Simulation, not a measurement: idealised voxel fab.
process module | voxel gate over fins
cross-section cut | 235 nm wide | cells 5 nm
A cross-section is a grid of square cells, given in bands from the top down. A band is one or more rows of cells.
Each band's line starts with the height of the band's top and of its bottom, in nm. Then come its materials from left to right, each with its width in nm. One material with "throughout" fills the band from edge to edge. "air" is empty space.
Height 0 is the level under which the wafer as received is all one material. The lowest band goes on downwards, as in "0 down".
A width such as "30 to 40" changes by the same amount from each row of cells to the next, from the band's top row to its bottom row.
"no change" after a step means that no cell of the cross-section changed.
closed voids: empty space of 8 cells or more with no open way to the top, each as width x height at its distance from the left edge, in nm
after a step's settings: what the simulator itself notes on the step
overlay nm, on a step with a mask: how far to the right of its planned place the mask lay; to the left if negative
plan
1 op RECEIVE | material Si
2 op CONFORMAL_DEP | material SiN | thk nm 10
3 op PATTERN | tone cover | mask id FINS | material resist | width nm 15 | pitch nm 45 | thk nm 20 | overlay nm 0
4 op DIRECTIONAL_ETCH | etch materials SiN | depth nm 10
5 op DIRECTIONAL_ETCH | etch materials Si | depth nm 40
6 op STRIP | etch materials resist
7 op FILL_DEP | material SiO2 | thk nm 5
8 op CMP | height nm 10
9 op SELECTIVE_ETCH | etch materials SiO2 | depth nm 25
10 op STRIP | etch materials SiN
11 op CONFORMAL_DEP | material HfO2 | thk nm 5
12 op CONFORMAL_DEP | material TiN | thk nm 5
13 op CONFORMAL_DEP | material TiAl | thk nm 5
14 op CONFORMAL_DEP | material TiN | thk nm 5
15 op FILL_DEP | material W | thk nm 15
16 op CMP | height nm 30
17 op CONFORMAL_DEP | material SiN | thk nm 5
first wafer, as planned
as received, after step 1
  0 down: Si throughout
  closed voids: none
after step 2
  10 to 0: SiN throughout
  below 0: unchanged
after step 3
  30 to 10: air 85 | resist 15 | air 30 | resist 15 | air 90
  below 10: unchanged
after step 4
  30 to 10: air 85 | resist 15 | air 30 | resist 15 | air 90
  10 to 0: air 85 | SiN 15 | air 30 | SiN 15 | air 90
  below 0: unchanged
after step 5
  30 to 10: air 85 | resist 15 | air 30 | resist 15 | air 90
  10 to 0: air 85 | SiN 15 | air 30 | SiN 15 | air 90
  0 to -40: air 85 | Si 15 | air 30 | Si 15 | air 90
  below -40: unchanged
after step 6
  10 to 0: air 85 | SiN 15 | air 30 | SiN 15 | air 90
  below 0: unchanged
after step 7
  15 to 10: SiO2 throughout
  10 to 0: SiO2 85 | SiN 15 | SiO2 30 | SiN 15 | SiO2 90
  0 to -40: SiO2 85 | Si 15 | SiO2 30 | Si 15 | SiO2 90
  below -40: unchanged
after step 8
  10 to 0: SiO2 85 | SiN 15 | SiO2 30 | SiN 15 | SiO2 90
  below 0: unchanged
after step 9
  10 to 0: air 85 | SiN 15 | air 30 | SiN 15 | air 90
  0 to -15: air 85 | Si 15 | air 30 | Si 15 | air 90
  below -15: unchanged
after step 10
  0 to -15: air 85 | Si 15 | air 30 | Si 15 | air 90
  below -15: unchanged
after step 11
  5 to 0: air 80 | HfO2 25 | air 20 | HfO2 25 | air 85
  0 to -10: air 80 | HfO2 5 | Si 15 | HfO2 5 | air 20 | HfO2 5 | Si 15 | HfO2 5 | air 85
  -10 to -15: HfO2 85 | Si 15 | HfO2 30 | Si 15 | HfO2 90
  below -15: unchanged
after step 12
  10 to 5: air 75 | TiN 35 | air 10 | TiN 35 | air 80
  5 to 0: air 75 | TiN 5 | HfO2 25 | TiN 5 | air 10 | TiN 5 | HfO2 25 | TiN 5 | air 80
  0 to -5: air 75 | TiN 5 | HfO2 5 | Si 15 | HfO2 5 | TiN 5 | air 10 | TiN 5 | HfO2 5 | Si 15 | HfO2 5 | TiN 5 | air 80
  -5 to -10: TiN 80 | HfO2 5 | Si 15 | HfO2 5 | TiN 20 | HfO2 5 | Si 15 | HfO2 5 | TiN 85
  below -10: unchanged
after step 13
  15 to 10: air 70 | TiAl 90 | air 75
  10 to 5: air 70 | TiAl 5 | TiN 35 | TiAl 10 | TiN 35 | TiAl 5 | air 75
  5 to 0: air 70 | TiAl 5 | TiN 5 | HfO2 25 | TiN 5 | TiAl 10 | TiN 5 | HfO2 25 | TiN 5 | TiAl 5 | air 75
  0 to -5: TiAl 75 | TiN 5 | HfO2 5 | Si 15 | HfO2 5 | TiN 5 | TiAl 10 | TiN 5 | HfO2 5 | Si 15 | HfO2 5 | TiN 5 | TiAl 80
  below -5: unchanged
after step 14
  20 to 15: air 65 | TiN 100 | air 70
  15 to 10: air 65 | TiN 5 | TiAl 90 | TiN 5 | air 70
  10 to 5: air 65 | TiN 5 | TiAl 5 | TiN 35 | TiAl 10 | TiN 35 | TiAl 5 | TiN 5 | air 70
  5 to 0: TiN 70 | TiAl 5 | TiN 5 | HfO2 25 | TiN 5 | TiAl 10 | TiN 5 | HfO2 25 | TiN 5 | TiAl 5 | TiN 75
  below 0: unchanged
after step 15
  35 to 20: W throughout
  20 to 15: W 65 | TiN 100 | W 70
  15 to 10: W 65 | TiN 5 | TiAl 90 | TiN 5 | W 70
  10 to 5: W 65 | TiN 5 | TiAl 5 | TiN 35 | TiAl 10 | TiN 35 | TiAl 5 | TiN 5 | W 70
  below 5: unchanged
after step 16
  30 to 20: W throughout
  below 20: unchanged
after step 17
  35 to 30: SiN throughout
  below 30: unchanged
second wafer: like start, like plan, one mistake. Through step 2 it matches the first wafer
when step 3 should have ended
  30 to 10: air 95 | resist 15 | air 30 | resist 15 | air 80
  below 10: unchanged
when step 4 should have ended
  30 to 10: air 95 | resist 15 | air 30 | resist 15 | air 80
  10 to 0: air 95 | SiN 15 | air 30 | SiN 15 | air 80
  below 0: unchanged
when step 5 should have ended
  30 to 10: air 95 | resist 15 | air 30 | resist 15 | air 80
  10 to 0: air 95 | SiN 15 | air 30 | SiN 15 | air 80
  0 to -40: air 95 | Si 15 | air 30 | Si 15 | air 80
  below -40: unchanged
when step 6 should have ended
  10 to 0: air 95 | SiN 15 | air 30 | SiN 15 | air 80
  below 0: unchanged
when step 7 should have ended
  15 to 10: SiO2 throughout
  10 to 0: SiO2 95 | SiN 15 | SiO2 30 | SiN 15 | SiO2 80
  0 to -40: SiO2 95 | Si 15 | SiO2 30 | Si 15 | SiO2 80
  below -40: unchanged
when step 8 should have ended
  10 to 0: SiO2 95 | SiN 15 | SiO2 30 | SiN 15 | SiO2 80
  below 0: unchanged
when step 9 should have ended
  10 to 0: air 95 | SiN 15 | air 30 | SiN 15 | air 80
  0 to -15: air 95 | Si 15 | air 30 | Si 15 | air 80
  below -15: unchanged
when step 10 should have ended
  0 to -15: air 95 | Si 15 | air 30 | Si 15 | air 80
  below -15: unchanged
when step 11 should have ended
  5 to 0: air 90 | HfO2 25 | air 20 | HfO2 25 | air 75
  0 to -10: air 90 | HfO2 5 | Si 15 | HfO2 5 | air 20 | HfO2 5 | Si 15 | HfO2 5 | air 75
  -10 to -15: HfO2 95 | Si 15 | HfO2 30 | Si 15 | HfO2 80
  below -15: unchanged
when step 12 should have ended
  10 to 5: air 85 | TiN 35 | air 10 | TiN 35 | air 70
  5 to 0: air 85 | TiN 5 | HfO2 25 | TiN 5 | air 10 | TiN 5 | HfO2 25 | TiN 5 | air 70
  0 to -5: air 85 | TiN 5 | HfO2 5 | Si 15 | HfO2 5 | TiN 5 | air 10 | TiN 5 | HfO2 5 | Si 15 | HfO2 5 | TiN 5 | air 70
  -5 to -10: TiN 90 | HfO2 5 | Si 15 | HfO2 5 | TiN 20 | HfO2 5 | Si 15 | HfO2 5 | TiN 75
  below -10: unchanged
when step 13 should have ended
  15 to 10: air 80 | TiAl 90 | air 65
  10 to 5: air 80 | TiAl 5 | TiN 35 | TiAl 10 | TiN 35 | TiAl 5 | air 65
  5 to 0: air 80 | TiAl 5 | TiN 5 | HfO2 25 | TiN 5 | TiAl 10 | TiN 5 | HfO2 25 | TiN 5 | TiAl 5 | air 65
  0 to -5: TiAl 85 | TiN 5 | HfO2 5 | Si 15 | HfO2 5 | TiN 5 | TiAl 10 | TiN 5 | HfO2 5 | Si 15 | HfO2 5 | TiN 5 | TiAl 70
  below -5: unchanged
when step 14 should have ended
  20 to 15: air 75 | TiN 100 | air 60
  15 to 10: air 75 | TiN 5 | TiAl 90 | TiN 5 | air 60
  10 to 5: air 75 | TiN 5 | TiAl 5 | TiN 35 | TiAl 10 | TiN 35 | TiAl 5 | TiN 5 | air 60
  5 to 0: TiN 80 | TiAl 5 | TiN 5 | HfO2 25 | TiN 5 | TiAl 10 | TiN 5 | HfO2 25 | TiN 5 | TiAl 5 | TiN 65
  below 0: unchanged
when step 15 should have ended
  35 to 20: W throughout
  20 to 15: W 75 | TiN 100 | W 60
  15 to 10: W 75 | TiN 5 | TiAl 90 | TiN 5 | W 60
  10 to 5: W 75 | TiN 5 | TiAl 5 | TiN 35 | TiAl 10 | TiN 35 | TiAl 5 | TiN 5 | W 60
  below 5: unchanged
when step 16 should have ended
  30 to 20: W throughout
  below 20: unchanged
when step 17 should have ended
  35 to 30: SiN throughout
  below 30: unchanged
what went wrong: step 3 ran as: op PATTERN | tone cover | mask id FINS | material resist | width nm 15 | pitch nm 45 | thk nm 20 | overlay nm 10
at the end the second wafer has, in cells: as many of each material as the first, in other places
